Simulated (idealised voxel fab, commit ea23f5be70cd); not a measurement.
The process module presented herein is designated voxel wiring stack.
The cross-section shown here is cut; it is 155 nm wide and divided into square cells measuring 5 nm on a side.
A cross-section in this document is a grid of square cells, and it is written down as bands, the top band listed before the ones below it; a band is made up of one or more rows of cells.
Band: top and bottom heights (nm) first, top before bottom; then materials from left to right, widths in nm. "everywhere" marks a sole material filling the band edge to edge. "blank" denotes empty space.
Ref level 0: as-received wafer is one material below here. Bottom band extends down with no lower bound ("z 0 and below").
Quick explanation for "30->40": the width changes in equal steps down the rows of cells, from the first number in the band's top row to the second number in its bottom row.
For the purposes of this document, the phrase "left unchanged" attached to a step denotes that no cell within the cross-section was modified by that step.
Heads up: "Listed closed voids" only lists the empty pockets with no open path to the top that are 8 cells or more, and it writes them as width x height at distance, distance from the left edge, in nm.
That trailing text on a step's line, after the settings, is the simulator's own remark on the step.
The optional step-line setting "overlay nm" applies to steps with a mask and quantifies how far to the right of its planned location the mask lay, a negative value indicating leftward placement.
Process steps - plan:
1. RECEIVE [material Si]
2. CONFORMAL_DEP [material SiO2] [thk nm 10]
3. DIRECTIONAL_DEP [material TiN] [thk nm 5]
4. DIRECTIONAL_DEP [material Ru] [thk nm 25]
5. PATTERN [tone cover] [mask id METAL_1] [material resist] [width nm 30] [pitch nm 45] [thk nm 20] [overlay nm 0]
6. DIRECTIONAL_ETCH [etch materials Ru] [depth nm 25]
7. DIRECTIONAL_ETCH [etch materials TiN] [depth nm 5]
8. STRIP [etch materials resist]
9. CONFORMAL_DEP [material SiN] [thk nm 5]
10. FILL_DEP [material SiO2] [thk nm 5]
11. CMP [height nm 40]
12. CONFORMAL_DEP [material SiCN] [thk nm 5]
13. DIRECTIONAL_DEP [material SiO2] [thk nm 30]
14. DIRECTIONAL_DEP [material aC] [thk nm 10]
15. PATTERN [tone open] [mask id METAL_2_HOLES] [material resist] [width nm 15] [pitch nm 45] [thk nm 25] [overlay nm 0]
16. DIRECTIONAL_ETCH [etch materials aC] [depth nm 10]
17. STRIP [etch materials resist]
18. DIRECTIONAL_ETCH [etch materials SiO2] [depth nm 30]
19. STRIP [etch materials aC]
20. DIRECTIONAL_DEP [material aC] [thk nm 15]
21. PATTERN [tone open] [mask id METAL_2] [material resist] [width nm 30] [pitch nm 45] [thk nm 35] [overlay nm 0]
22. DIRECTIONAL_ETCH [etch materials aC] [depth nm 15]
23. STRIP [etch materials resist]
24. DIRECTIONAL_ETCH [etch materials SiO2] [depth nm 15]
25. DIRECTIONAL_ETCH [etch materials SiCN] [depth nm 5]
26. STRIP [etch materials aC]
27. CONFORMAL_DEP [material TiN] [thk nm 5]
28. FILL_DEP [material Cu] [thk nm 5]
29. CMP [height nm 75]
30. CONFORMAL_DEP [material SiCN] [thk nm 5]
31. DIRECTIONAL_DEP [material lowk] [thk nm 10]
32. DIRECTIONAL_DEP [material aC] [thk nm 15]
33. PATTERN [tone open] [mask id PLUG_2] [material resist] [width nm 15] [pitch nm 45] [thk nm 30] [overlay nm 0]
34. DIRECTIONAL_ETCH [etch materials aC] [depth nm 15]
35. STRIP [etch materials resist]
36. DIRECTIONAL_ETCH [etch materials lowk] [depth nm 10]
37. DIRECTIONAL_ETCH [etch materials SiCN] [depth nm 5]
38. STRIP [etch materials aC]
39. CONFORMAL_DEP [material TiN] [thk nm 5]
40. FILL_DEP [material Cu] [thk nm 5]
41. CMP [height nm 90]
42. DIRECTIONAL_DEP [material TiN] [thk nm 5]
43. DIRECTIONAL_DEP [material W] [thk nm 20]
44. DIRECTIONAL_DEP [material aC] [thk nm 15]
45. PATTERN [tone cover] [mask id METAL_3] [material resist] [width nm 20] [pitch nm 45] [thk nm 30] [overlay nm 0]
46. DIRECTIONAL_ETCH [etch materials aC] [depth nm 15]
47. STRIP [etch materials resist]
48. DIRECTIONAL_ETCH [etch materials W] [depth nm 20]
49. DIRECTIONAL_ETCH [etch materials TiN] [depth nm 5]
50. STRIP [etch materials aC]
51. CONFORMAL_DEP [material SiN] [thk nm 5]
52. FILL_DEP [material lowk] [thk nm 5]
53. CMP [height nm 115]
54. CONFORMAL_DEP [material SiN] [thk nm 5]
The plan's step 45 width nm is the first wafer's value; the wafers differ in this setting and start identical.
The first of several wafers, as received after step 1, seen in section:
    z 0 and below: Si everywhere
    Listed closed voids: none
Every row in this table is a wafer at the end of the module, and it gives, for each of the materials, the cells that wafer has gained (+) or lost (-) since it was received, then its closed voids:
width nm 20 | +42 Cu | +90 Ru | +44 SiCN | +117 SiN | +202 SiO2 | +105 TiN | +48 W | +96 lowk | Listed closed voids: none
width nm 25 | +42 Cu | +90 Ru | +44 SiCN | +114 SiN | +202 SiO2 | +108 TiN | +60 W | +84 lowk | Listed closed voids: none
width nm 30 | +42 Cu | +90 Ru | +44 SiCN | +111 SiN | +202 SiO2 | +111 TiN | +72 W | +72 lowk | Listed closed voids: none
